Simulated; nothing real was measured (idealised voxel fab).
Process module, titled voxel fin reveal
The figure presents cross-section cut, which has a width of 180 nm and is divided into square cells with an edge length of 5 nm.
Bands, listed from the top down, are how a cross-section gets written in this document; the cross-section itself is a grid of square cells, and a band is one or more rows of them. Each band's line starts with the height of the band's top and of its bottom, in nm. Then come its materials from left to right, each with its width in nm. One material with "everywhere" fills the band from edge to edge. "air" is empty space. We count height from 0. Below that, the starting wafer is all one material. The lowest band never ends at the bottom but goes on down; see "from 0 down" for how that is written. You'd read "30..40" like this: the band's top row of cells is as wide as the first number, its bottom row is as wide as the second, and going down, every row changes width by the same amount as the row before did. "nothing different" (step): cross-section cells unchanged, all of them. Entry "Encapsulated voids". Content: empty spaces with no open connection to the top, size 8 cells or greater. Each: width x height at distance. Distance: from left edge. Unit: nm. Step line, after settings: the simulator's comment on this step. On any step carrying a mask, the "overlay nm" setting, if present on the step's line, tells how far right of its planned place the mask lay; negative values point to the left.
List of planned process steps:
| 1 | RECEIVE (material Si) |
| 2 | CONFORMAL_DEP (material SiN; thk nm 10) |
| 3 | DIRECTIONAL_DEP (material aC; thk nm 15) |
| 4 | PATTERN (tone cover; mask id FINS; material resist; width nm 15; pitch nm 40; thk nm 35; overlay nm 0) |
| 5 | DIRECTIONAL_ETCH (etch materials aC; depth nm 15) |
| 6 | STRIP (etch materials resist) |
| 7 | DIRECTIONAL_ETCH (etch materials SiN; depth nm 10) |
| 8 | DIRECTIONAL_ETCH (etch materials Si; depth nm 35) |
| 9 | STRIP (etch materials aC) |
| 10 | FILL_DEP (material SiO2; thk nm 10) |
| 11 | CMP (height nm 10) |
| 12 | SELECTIVE_ETCH (etch materials SiO2; depth nm 20) |
| 13 | STRIP (etch materials SiN) |
Cross-section of the wafer upon arrival, representing the state reached after step 1:
  from 0 down: Si everywhere
  Encapsulated voids: none
First wafer at the end, as planned:
  from 0 to -10: 40 air / 15 Si / 25 air / 15 Si / 25 air / 15 Si / 45 air
  from -10 to -35: 40 SiO2 / 15 Si / 25 SiO2 / 15 Si / 25 SiO2 / 15 Si / 45 SiO2
  from -35 down: Si everywhere
  Encapsulated voids: none
What the second wafer looks like in cross-section once the module is done. Its start and its plan matched the first wafer's exactly; what differed was one mistake in how it was run:
  from 0 to -10: 40 air / 15 Si / 25 air / 15 Si / 25 air / 15 Si / 45 air
  from -10 to -20: 20 SiO2 / 20 air / 15 Si / 25 air / 15 Si / 25 air / 15 Si / 20 air / 25 SiO2
  from -20 to -35: 40 SiO2 / 15 Si / 25 SiO2 / 15 Si / 25 SiO2 / 15 Si / 45 SiO2
  from -35 down: Si everywhere
  Encapsulated voids: none
Against the plan, the run slipped here: steps 12 and 13: order swapped relative to plan
Once processing is complete, comparing cell counts shows that the second wafer has more or fewer of certain materials than the first: SiO2: 36 fewer
